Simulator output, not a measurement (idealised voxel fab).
Documented hereafter: the process module known as voxel gate over fins.
It is cross-section cut that appears here, measuring 240 nm in width, its square cells being 5 nm in size.
How to read a cross-section here: the picture is a grid of square cells, written as bands going from the top down, and any band can span one or more rows of cells. Each band's line starts with the height of the band's top and of its bottom, in nm. Then come its materials from left to right, each with its width in nm. One material with "full width" fills the band from edge to edge. "air" is empty space. Heights are reckoned from 0. Under this level, the received wafer is all of one material. The bottommost band is open-ended downward, for example "from 0 down". When a width is written as two numbers, as in "30..40", the first number is the width in the top row of cells of the band and the second is the width in its bottom row, and the width changes by the same amount from each row to the next. "nothing altered" -> step changed no cross-section cell. If an empty space has no open way to the top and is at least 8 cells in size, "Entrapped voids" lists it, written width x height at distance, where distance is measured from the left edge and every value is in nm. That trailing text on a step's line, after the settings, is the simulator's own remark on the step. Steps that use a mask can have "overlay nm" on their line. It says how far the mask sat to the right of where it was meant to be. Negative means to the left.

# So here's the lineup of process steps we planned
1 RECEIVE [material Si]
2 CONFORMAL_DEP [material SiN] [thk nm 5]
3 MASKED_ETCH [tone cover] [mask id FINS] [width nm 15] [pitch nm 40] [etch materials SiN] [depth nm 5] [overlay nm 0]
4 MASKED_ETCH [tone cover] [mask id FINS] [width nm 15] [pitch nm 40] [etch materials Si] [depth nm 40] [overlay nm 0]
5 OXIDIZE [depth nm 5]
6 FILL_DEP [material SiO2] [thk nm 15]
7 CMP [height nm 5]
8 SELECTIVE_ETCH [etch materials SiO2] [depth nm 15]
9 STRIP [etch materials SiN]
10 CONFORMAL_DEP [material HfO2] [thk nm 5]
11 CONFORMAL_DEP [material TiN] [thk nm 5]
12 FILL_DEP [material W] [thk nm 10]
13 CMP [height nm 15]
14 CONFORMAL_DEP [material SiCN] [thk nm 5]

# Wafer cross-section on receipt, i.e. after step 1
  from 0 down = Si full width
  Entrapped voids: none

# Wafer at module end, in section. Began as above, planned as above, run with one mistake
  from 20 to 15 = SiCN full width
  from 15 to 10 = W full width
  from 10 to 5 = W 45 | TiN 25 | W 15 | TiN 25 | W 15 | TiN 25 | W 15 | TiN 25 | W 50
  from 5 to 0 = W 45 | TiN 5 | HfO2 15 | TiN 5 | W 15 | TiN 5 | HfO2 15 | TiN 5 | W 15 | TiN 5 | HfO2 15 | TiN 5 | W 15 | TiN 5 | HfO2 15 | TiN 5 | W 50
  from 0 to -15 = W 45 | TiN 5 | HfO2 5 | Si 5 | HfO2 5 | TiN 5 | W 15 | TiN 5 | HfO2 5 | Si 5 | HfO2 5 | TiN 5 | W 15 | TiN 5 | HfO2 5 | Si 5 | HfO2 5 | TiN 5 | W 15 | TiN 5 | HfO2 5 | Si 5 | HfO2 5 | TiN 5 | W 50
  from -15 to -20 = TiN 50 | HfO2 5 | Si 5 | HfO2 5 | TiN 25 | HfO2 5 | Si 5 | HfO2 5 | TiN 25 | HfO2 5 | Si 5 | HfO2 5 | TiN 25 | HfO2 5 | Si 5 | HfO2 5 | TiN 55
  from -20 to -25 = HfO2 55 | Si 5 | HfO2 35 | Si 5 | HfO2 35 | Si 5 | HfO2 35 | Si 5 | HfO2 60
  from -25 to -45 = SiO2 55 | Si 5 | SiO2 35 | Si 5 | SiO2 35 | Si 5 | SiO2 35 | Si 5 | SiO2 60
  from -45 down = Si full width
  Entrapped voids: none
So what did we get wrong on this run? step 8 of the plan was performed twice
